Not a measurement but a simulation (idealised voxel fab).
This is a process module. Its name is voxel self aligned vias.
Square cells of 5 nm make up the cross-section cut, whose width is 170 nm.
Cross-sections here: square-cell grids, written as top-down lists of bands, a band being one or more rows of cells.
Band: top height; bottom height; in nm. Then, left to right: material with width in nm, for each material. "full width": a single material spanning edge to edge. "blank": empty space.
For the purposes of this specification, 0 denotes the height below which the wafer in its as-received condition is composed wholly of one material, and the lowermost band, lacking a lower limit, extends downward without end, as expressed in "0 -> down".
The expression "30->40" gives the width at the extremes of the band, the first number at its top row of cells and the second at its bottom row, with the width changing by equal amounts from each row to the next in between.
The designation "identical to before", where it is given for a processing step, indicates that no cell of the cross-section was altered in the course of that step.
"Voids, enclosed" enumerates empty spaces isolated from the top, with no open way to it, that contain at least 8 cells, giving each as width x height at distance from the left edge, all three in nm.
The remark found on a step's line after its settings is issued by the simulator itself and pertains to that step.
overlay nm: step with mask; distance mask lay right of planned place; negative value = left of planned place.

[The planned process steps are enumerated hereunder]
1: RECEIVE | material Si
2: CONFORMAL_DEP | material SiO2 | thk nm 15
3: CONFORMAL_DEP | material SiCN | thk nm 5
4: DIRECTIONAL_DEP | material lowk | thk nm 30
5: DIRECTIONAL_DEP | material aC | thk nm 15
6: PATTERN | tone open | mask id LINES | material resist | width nm 30 | pitch nm 60 | thk nm 30 | overlay nm 0
7: DIRECTIONAL_ETCH | etch materials aC | depth nm 15
8: STRIP | etch materials resist
9: DIRECTIONAL_ETCH | etch materials lowk | depth nm 30
10: STRIP | etch materials aC
11: CONFORMAL_DEP | material TiN | thk nm 5
12: FILL_DEP | material Ru | thk nm 5
13: CMP | height nm 50
14: SELECTIVE_ETCH | etch materials W Ru TiN | depth nm 5
15: FILL_DEP | material SiN | thk nm 5
16: CMP | height nm 50
17: DIRECTIONAL_DEP | material lowk | thk nm 20
18: DIRECTIONAL_DEP | material aC | thk nm 10
19: PATTERN | tone open | mask id VIAS | material resist | width nm 40 | thk nm 25 | overlay nm -15
20: DIRECTIONAL_ETCH | etch materials aC | depth nm 10
21: STRIP | etch materials resist
22: DIRECTIONAL_ETCH | etch materials lowk | depth nm 20
23: DIRECTIONAL_ETCH | etch materials SiN | depth nm 5
24: STRIP | etch materials aC
25: CONFORMAL_DEP | material TiN | thk nm 5
26: FILL_DEP | material W | thk nm 10
27: CMP | height nm 70
28: CONFORMAL_DEP | material SiN | thk nm 5
Wafer-to-wafer difference: overlay nm, step 19. Common start. Plan = first wafer's value.

[Received condition of the first of several wafers, sectioned: post-step 1]
* 0 -> down  Si full width
* Voids, enclosed: none

[Below: a row per wafer. Contents at end of module: for every material, cells gained since receipt (+) or lost since receipt (-); then closed voids]
overlay nm -15, +32 Ru, +34 SiCN, +42 SiN, +102 SiO2, +44 TiN, +20 W, +236 lowk, Voids, enclosed: none
overlay nm -10, +32 Ru, +34 SiCN, +41 SiN, +102 SiO2, +44 TiN, +21 W, +236 lowk, Voids, enclosed: none
overlay nm -5, +32 Ru, +34 SiCN, +40 SiN, +102 SiO2, +44 TiN, +22 W, +236 lowk, Voids, enclosed: none
overlay nm 0, +32 Ru, +34 SiCN, +40 SiN, +102 SiO2, +44 TiN, +22 W, +236 lowk, Voids, enclosed: none
overlay nm 5, +32 Ru, +34 SiCN, +40 SiN, +102 SiO2, +44 TiN, +22 W, +236 lowk, Voids, enclosed: none
overlay nm 10, +32 Ru, +34 SiCN, +41 SiN, +102 SiO2, +44 TiN, +21 W, +236 lowk, Voids, enclosed: none
overlay nm 15, +32 Ru, +34 SiCN, +42 SiN, +102 SiO2, +44 TiN, +20 W, +236 lowk, Voids, enclosed: none
